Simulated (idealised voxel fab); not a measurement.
Process module, titled voxel ribs on slabs
This is section cut - it's 150 nm across, gridded in 5 nm square cells.
Cross-section format: a grid of square cells, given as bands from top to bottom; each band is one or more rows of cells.
Basically the band line says how high the top is and how high the bottom is, in nm, and then what's in it from left to right, every material with its width in nm. Empty space shows up as "empty", and if a single material carries "everywhere" it runs the full band edge to edge.
Below 0: as-received wafer, all one material; heights counted from there. Lowest band: no bottom, goes on down, written "0 nm and below".
So if you see something like "30->40" for the width, read it as the top row of the band sitting at the first number and the bottom row at the second, with every row in between moving by the same amount as the last.
"no change" means the step left every cell of the cross-section as it was.
You'll see "Enclosed empty spaces" listing empty spaces that have no way open to the top, as long as they're 8 cells or more; the notation is width x height at distance, where the distance is from the left edge, and all of it is in nm.
Anything after a step's settings on that line? It's the simulator's own note about the step.
What "overlay nm" on a step's line means: if the step has a mask, that mask lay this far to the right of its planned place, or, when the value is negative, to the left.

# List of planned process steps
| 1 | op RECEIVE | material Si |
| 2 | op DIRECTIONAL_DEP | material SiO2 | thk nm 20 |
| 3 | op DIRECTIONAL_DEP | material polySi | thk nm 20 |
| 4 | op MASKED_ETCH | tone cover | mask id RIB | width nm 15 | etch materials polySi | depth nm 5 | overlay nm 0 |
| 5 | op DIRECTIONAL_DEP | material aC | thk nm 15 |
| 6 | op PATTERN | tone cover | mask id SLAB | material resist | width nm 45 | thk nm 30 | overlay nm 0 |
| 7 | op DIRECTIONAL_ETCH | etch materials aC | depth nm 15 |
| 8 | op STRIP | etch materials resist |
| 9 | op DIRECTIONAL_ETCH | etch materials polySi | depth nm 15 |
| 10 | op STRIP | etch materials aC |
| 11 | op FILL_DEP | material SiO2 | thk nm 20 |
| 12 | op CMP | height nm 50 |
| 13 | op DIRECTIONAL_DEP | material TiN | thk nm 10 |
| 14 | op PATTERN | tone cover | mask id HEATER | material resist | width nm 25 | thk nm 15 | overlay nm -15 |
| 15 | op DIRECTIONAL_ETCH | etch materials TiN | depth nm 10 |
| 16 | op STRIP | etch materials resist |
| 17 | op CONFORMAL_DEP | material SiN | thk nm 10 |
Across this set of wafers, the varied parameter is the overlay nm of step 14. Starting conditions are identical for every wafer, and the plan reports the value assigned to the first wafer.

# The first of several wafers in cross-section, exactly as it reached us after step 1
    0 nm and below: Si everywhere
    Enclosed empty spaces: none

# Once step 17, the last step, is complete, the module is at its end; this is the cross-section of the first of several wafers
    70 nm to 60 nm: 35 of empty; 45 of SiN; 70 of empty
    60 nm to 50 nm: 45 of SiN; 25 of TiN; 80 of SiN
    50 nm to 40 nm: SiO2 everywhere
    40 nm to 35 nm: 65 of SiO2; 15 of polySi; 70 of SiO2
    35 nm to 20 nm: 50 of SiO2; 45 of polySi; 55 of SiO2
    20 nm to 0 nm: SiO2 everywhere
    0 nm and below: Si everywhere
    Enclosed empty spaces: none

# Final wafer of several, shown in cross-section at the end of the module
    70 nm to 60 nm: 65 of empty; 45 of SiN; 40 of empty
    60 nm to 50 nm: 75 of SiN; 25 of TiN; 50 of SiN
    50 nm to 40 nm: SiO2 everywhere
    40 nm to 35 nm: 65 of SiO2; 15 of polySi; 70 of SiO2
    35 nm to 20 nm: 50 of SiO2; 45 of polySi; 55 of SiO2
    20 nm to 0 nm: SiO2 everywhere
    0 nm and below: Si everywhere
    Enclosed empty spaces: none

# Wafer rows, end of module: cells per material gained (+) or lost (-) since receipt; closed voids last
overlay nm -15; +68 SiN; +270 SiO2; +10 TiN; +30 polySi; Enclosed empty spaces: none
overlay nm -10; +68 SiN; +270 SiO2; +10 TiN; +30 polySi; Enclosed empty spaces: none
overlay nm -5; +68 SiN; +270 SiO2; +10 TiN; +30 polySi; Enclosed empty spaces: none
overlay nm 0; +68 SiN; +270 SiO2; +10 TiN; +30 polySi; Enclosed empty spaces: none
overlay nm 5; +68 SiN; +270 SiO2; +10 TiN; +30 polySi; Enclosed empty spaces: none
overlay nm 10; +68 SiN; +270 SiO2; +10 TiN; +30 polySi; Enclosed empty spaces: none
overlay nm 15; +68 SiN; +270 SiO2; +10 TiN; +30 polySi; Enclosed empty spaces: none
